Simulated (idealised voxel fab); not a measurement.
The process module that follows is named voxel self aligned vias.
FYI the section here is cut, 225 nm wide, cells are 5 nm squares.
A cross-section is a grid of square cells, given in bands from the top down. A band is one or more rows of cells.
This entry defines a band. It first specifies the height of the band's top and the height of its bottom in nm, and then specifies the band's materials from left to right, stating each material with its width in nm. The word "edge to edge" identifies a single material that fills the band from edge to edge, while the word "empty" identifies empty space.
Beneath 0, the wafer as received is one material, and that level is where height counting begins. The lowest band goes on downward without a bottom; it is written like "0 and below".
The two numbers in a width such as "30..40" mark its ends across the band: the first belongs to the top row of cells, the second to the bottom row, and from each row to the next the width moves by the same amount.
The designation "no modification", where it is given for a processing step, indicates that no cell of the cross-section was altered in the course of that step.
Voids not open to the top, 8 cells minimum: see "Cavities, sealed". Written width x height at distance; distance is from the left edge; nm.
That trailing text on a step's line, after the settings, is the simulator's own remark on the step.
"overlay nm", when on a step's line for a step with a mask, measures how far to the right of its planned place the mask lay; a negative measure means to the left.

**Intended process steps**
step 1: RECEIVE, material Si
step 2: CONFORMAL_DEP, material SiO2, thk nm 15
step 3: CONFORMAL_DEP, material SiCN, thk nm 5
step 4: DIRECTIONAL_DEP, material SiO2, thk nm 20
step 5: DIRECTIONAL_DEP, material aC, thk nm 10
step 6: PATTERN, tone open, mask id LINES, material resist, width nm 20, pitch nm 45, thk nm 25, overlay nm 0
step 7: DIRECTIONAL_ETCH, etch materials aC, depth nm 10
step 8: STRIP, etch materials resist
step 9: DIRECTIONAL_ETCH, etch materials SiO2, depth nm 20
step 10: STRIP, etch materials aC
step 11: CONFORMAL_DEP, material TiN, thk nm 5
step 12: FILL_DEP, material Ru, thk nm 10
step 13: CMP, height nm 40
step 14: SELECTIVE_ETCH, etch materials W Ru TiN, depth nm 5
step 15: FILL_DEP, material SiN, thk nm 10
step 16: CMP, height nm 40
step 17: DIRECTIONAL_DEP, material SiO2, thk nm 20
step 18: MASKED_ETCH, tone open, mask id VIAS, width nm 30, etch materials SiO2, depth nm 20, overlay nm 0
step 19: MASKED_ETCH, tone open, mask id VIAS, width nm 30, etch materials SiN, depth nm 5, overlay nm 0
step 20: CONFORMAL_DEP, material TiN, thk nm 5
step 21: FILL_DEP, material Ru, thk nm 5
step 22: CMP, height nm 60
step 23: CONFORMAL_DEP, material SiCN, thk nm 5

**Wafer, first of two, run as planned**

**Incoming wafer in cross-section (state: after step 1)**
	0 and below  Si edge to edge
	Cavities, sealed: none

**Cross-section: wafer state after step 2**
	15 down to 0  SiO2 edge to edge
	Heights below 0 show no change.

**Cross-section: wafer state after step 3**
	20 down to 15  SiCN edge to edge
	Heights below 15 show no change.

**Cross-section: wafer state after step 4**
	40 down to 20  SiO2 edge to edge
	Heights below 20 show no change.

**Cross-section: wafer state after step 5**
	50 down to 40  aC edge to edge
	Heights below 40 show no change.

**Cross-section: wafer state after step 6**
	75 down to 50  resist 80 nm / empty 20 nm / resist 25 nm / empty 20 nm / resist 80 nm
	Heights below 50 show no change.

**Cross-section: wafer state after step 7**
	65 down to 50  resist 80 nm / empty 20 nm / resist 25 nm / empty 20 nm / resist 80 nm
	50 down to 40  aC 80 nm / empty 20 nm / aC 25 nm / empty 20 nm / aC 80 nm
	Heights below 40 show no change.

**Cross-section: wafer state after step 8**
	50 down to 40  aC 80 nm / empty 20 nm / aC 25 nm / empty 20 nm / aC 80 nm
	Heights below 40 show no change.

**Cross-section: wafer state after step 9**
	50 down to 40  aC 80 nm / empty 20 nm / aC 25 nm / empty 20 nm / aC 80 nm
	40 down to 20  SiO2 80 nm / empty 20 nm / SiO2 25 nm / empty 20 nm / SiO2 80 nm
	Heights below 20 show no change.

**Cross-section: wafer state after step 10**
	40 down to 20  SiO2 80 nm / empty 20 nm / SiO2 25 nm / empty 20 nm / SiO2 80 nm
	Heights below 20 show no change.

**Cross-section: wafer state after step 11**
	45 down to 40  TiN 85 nm / empty 10 nm / TiN 35 nm / empty 10 nm / TiN 85 nm
	40 down to 25  SiO2 80 nm / TiN 5 nm / empty 10 nm / TiN 5 nm / SiO2 25 nm / TiN 5 nm / empty 10 nm / TiN 5 nm / SiO2 80 nm
	25 down to 20  SiO2 80 nm / TiN 20 nm / SiO2 25 nm / TiN 20 nm / SiO2 80 nm
	Heights below 20 show no change.

**Cross-section: wafer state after step 12**
	55 down to 45  Ru edge to edge
	45 down to 40  TiN 85 nm / Ru 10 nm / TiN 35 nm / Ru 10 nm / TiN 85 nm
	40 down to 25  SiO2 80 nm / TiN 5 nm / Ru 10 nm / TiN 5 nm / SiO2 25 nm / TiN 5 nm / Ru 10 nm / TiN 5 nm / SiO2 80 nm
	Heights below 25 show no change.

**Cross-section: wafer state after step 13**
	40 down to 25  SiO2 80 nm / TiN 5 nm / Ru 10 nm / TiN 5 nm / SiO2 25 nm / TiN 5 nm / Ru 10 nm / TiN 5 nm / SiO2 80 nm
	Heights below 25 show no change.

**Cross-section: wafer state after step 14**
	40 down to 35  SiO2 80 nm / empty 20 nm / SiO2 25 nm / empty 20 nm / SiO2 80 nm
	Heights below 35 show no change.

**Cross-section: wafer state after step 15**
	50 down to 40  SiN edge to edge
	40 down to 35  SiO2 80 nm / SiN 20 nm / SiO2 25 nm / SiN 20 nm / SiO2 80 nm
	Heights below 35 show no change.

**Cross-section: wafer state after step 16**
	40 down to 35  SiO2 80 nm / SiN 20 nm / SiO2 25 nm / SiN 20 nm / SiO2 80 nm
	Heights below 35 show no change.

**Cross-section: wafer state after step 17**
	60 down to 40  SiO2 edge to edge
	Heights below 40 show no change.

**Cross-section: wafer state after step 18**
	60 down to 40  SiO2 75 nm / empty 30 nm / SiO2 120 nm
	Heights below 40 show no change.

**Cross-section: wafer state after step 19**
	60 down to 40  SiO2 75 nm / empty 30 nm / SiO2 120 nm
	40 down to 35  SiO2 80 nm / empty 20 nm / SiO2 25 nm / SiN 20 nm / SiO2 80 nm
	Heights below 35 show no change.

**Cross-section: wafer state after step 20**
	65 down to 60  TiN 80 nm / empty 20 nm / TiN 125 nm
	60 down to 45  SiO2 75 nm / TiN 5 nm / empty 20 nm / TiN 5 nm / SiO2 120 nm
	45 down to 40  SiO2 75 nm / TiN 10 nm / empty 10 nm / TiN 10 nm / SiO2 120 nm
	40 down to 35  SiO2 80 nm / TiN 20 nm / SiO2 25 nm / SiN 20 nm / SiO2 80 nm
	Heights below 35 show no change.

**Cross-section: wafer state after step 21**
	70 down to 65  Ru edge to edge
	65 down to 60  TiN 80 nm / Ru 20 nm / TiN 125 nm
	60 down to 45  SiO2 75 nm / TiN 5 nm / Ru 20 nm / TiN 5 nm / SiO2 120 nm
	45 down to 40  SiO2 75 nm / TiN 10 nm / Ru 10 nm / TiN 10 nm / SiO2 120 nm
	Heights below 40 show no change.

**Cross-section: wafer state after step 22**
	60 down to 45  SiO2 75 nm / TiN 5 nm / Ru 20 nm / TiN 5 nm / SiO2 120 nm
	Heights below 45 show no change.

**Cross-section: wafer state after step 23**
	65 down to 60  SiCN edge to edge
	Heights below 60 show no change.

**Second Wafer (Identical Start and Plan, One Processing Error; Matches First Wafer Through Step 1)**

**Cross-sectional view of the second wafer at the intended end time of process step 2**
	30 down to 0  SiO2 edge to edge
	Heights below 0 show no change.

**Cross-sectional view of the second wafer at the intended end time of process step 3**
	35 down to 30  SiCN edge to edge
	Heights below 30 show no change.

**Cross-sectional view of the second wafer at the intended end time of process step 4**
	55 down to 35  SiO2 edge to edge
	Heights below 35 show no change.

**Cross-sectional view of the second wafer at the intended end time of process step 5**
	65 down to 55  aC edge to edge
	Heights below 55 show no change.

**Cross-sectional view of the second wafer at the intended end time of process step 6**
	90 down to 65  resist 80 nm / empty 20 nm / resist 25 nm / empty 20 nm / resist 80 nm
	Heights below 65 show no change.

**Cross-sectional view of the second wafer at the intended end time of process step 7**
	80 down to 65  resist 80 nm / empty 20 nm / resist 25 nm / empty 20 nm / resist 80 nm
	65 down to 55  aC 80 nm / empty 20 nm / aC 25 nm / empty 20 nm / aC 80 nm
	Heights below 55 show no change.

**Cross-sectional view of the second wafer at the intended end time of process step 8**
	65 down to 55  aC 80 nm / empty 20 nm / aC 25 nm / empty 20 nm / aC 80 nm
	Heights below 55 show no change.

**Cross-sectional view of the second wafer at the intended end time of process step 9**
	65 down to 55  aC 80 nm / empty 20 nm / aC 25 nm / empty 20 nm / aC 80 nm
	55 down to 35  SiO2 80 nm / empty 20 nm / SiO2 25 nm / empty 20 nm / SiO2 80 nm
	Heights below 35 show no change.

**Cross-sectional view of the second wafer at the intended end time of process step 10**
	55 down to 35  SiO2 80 nm / empty 20 nm / SiO2 25 nm / empty 20 nm / SiO2 80 nm
	Heights below 35 show no change.

**Cross-sectional view of the second wafer at the intended end time of process step 11**
	60 down to 55  TiN 85 nm / empty 10 nm / TiN 35 nm / empty 10 nm / TiN 85 nm
	55 down to 40  SiO2 80 nm / TiN 5 nm / empty 10 nm / TiN 5 nm / SiO2 25 nm / TiN 5 nm / empty 10 nm / TiN 5 nm / SiO2 80 nm
	40 down to 35  SiO2 80 nm / TiN 20 nm / SiO2 25 nm / TiN 20 nm / SiO2 80 nm
	Heights below 35 show no change.

**Cross-sectional view of the second wafer at the intended end time of process step 12**
	70 down to 60  Ru edge to edge
	60 down to 55  TiN 85 nm / Ru 10 nm / TiN 35 nm / Ru 10 nm / TiN 85 nm
	55 down to 40  SiO2 80 nm / TiN 5 nm / Ru 10 nm / TiN 5 nm / SiO2 25 nm / TiN 5 nm / Ru 10 nm / TiN 5 nm / SiO2 80 nm
	Heights below 40 show no change.

**Cross-sectional view of the second wafer at the intended end time of process step 13**
	40 down to 35  SiO2 80 nm / TiN 20 nm / SiO2 25 nm / TiN 20 nm / SiO2 80 nm
	Heights below 35 show no change.

**Cross-sectional view of the second wafer at the intended end time of process step 14**
	40 down to 35  SiO2 80 nm / empty 20 nm / SiO2 25 nm / empty 20 nm / SiO2 80 nm
	Heights below 35 show no change.

**Cross-sectional view of the second wafer at the intended end time of process step 15**
	50 down to 40  SiN edge to edge
	40 down to 35  SiO2 80 nm / SiN 20 nm / SiO2 25 nm / SiN 20 nm / SiO2 80 nm
	Heights below 35 show no change.

**Cross-sectional view of the second wafer at the intended end time of process step 16**
	40 down to 35  SiO2 80 nm / SiN 20 nm / SiO2 25 nm / SiN 20 nm / SiO2 80 nm
	Heights below 35 show no change.

**Cross-sectional view of the second wafer at the intended end time of process step 17**
	60 down to 40  SiO2 edge to edge
	Heights below 40 show no change.

**Cross-sectional view of the second wafer at the intended end time of process step 18**
	60 down to 40  SiO2 75 nm / empty 30 nm / SiO2 120 nm
	Heights below 40 show no change.

**Cross-sectional view of the second wafer at the intended end time of process step 19**
	60 down to 40  SiO2 75 nm / empty 30 nm / SiO2 120 nm
	40 down to 35  SiO2 80 nm / empty 20 nm / SiO2 25 nm / SiN 20 nm / SiO2 80 nm
	Heights below 35 show no change.

**Cross-sectional view of the second wafer at the intended end time of process step 20**
	65 down to 60  TiN 80 nm / empty 20 nm / TiN 125 nm
	60 down to 45  SiO2 75 nm / TiN 5 nm / empty 20 nm / TiN 5 nm / SiO2 120 nm
	45 down to 40  SiO2 75 nm / TiN 10 nm / empty 10 nm / TiN 10 nm / SiO2 120 nm
	40 down to 35  SiO2 80 nm / TiN 20 nm / SiO2 25 nm / SiN 20 nm / SiO2 80 nm
	Heights below 35 show no change.

**Cross-sectional view of the second wafer at the intended end time of process step 21**
	70 down to 65  Ru edge to edge
	65 down to 60  TiN 80 nm / Ru 20 nm / TiN 125 nm
	60 down to 45  SiO2 75 nm / TiN 5 nm / Ru 20 nm / TiN 5 nm / SiO2 120 nm
	45 down to 40  SiO2 75 nm / TiN 10 nm / Ru 10 nm / TiN 10 nm / SiO2 120 nm
	Heights below 40 show no change.

**Cross-sectional view of the second wafer at the intended end time of process step 22**
	60 down to 45  SiO2 75 nm / TiN 5 nm / Ru 20 nm / TiN 5 nm / SiO2 120 nm
	Heights below 45 show no change.

**Cross-sectional view of the second wafer at the intended end time of process step 23**
	65 down to 60  SiCN edge to edge
	Heights below 60 show no change.
Run error: twice, step 2 of the plan was run
Bottom line after processing is that, in cells, the second wafer is up or down on some materials versus the first: 8 fewer of Ru, 24 more of SiO2, 16 fewer of TiN
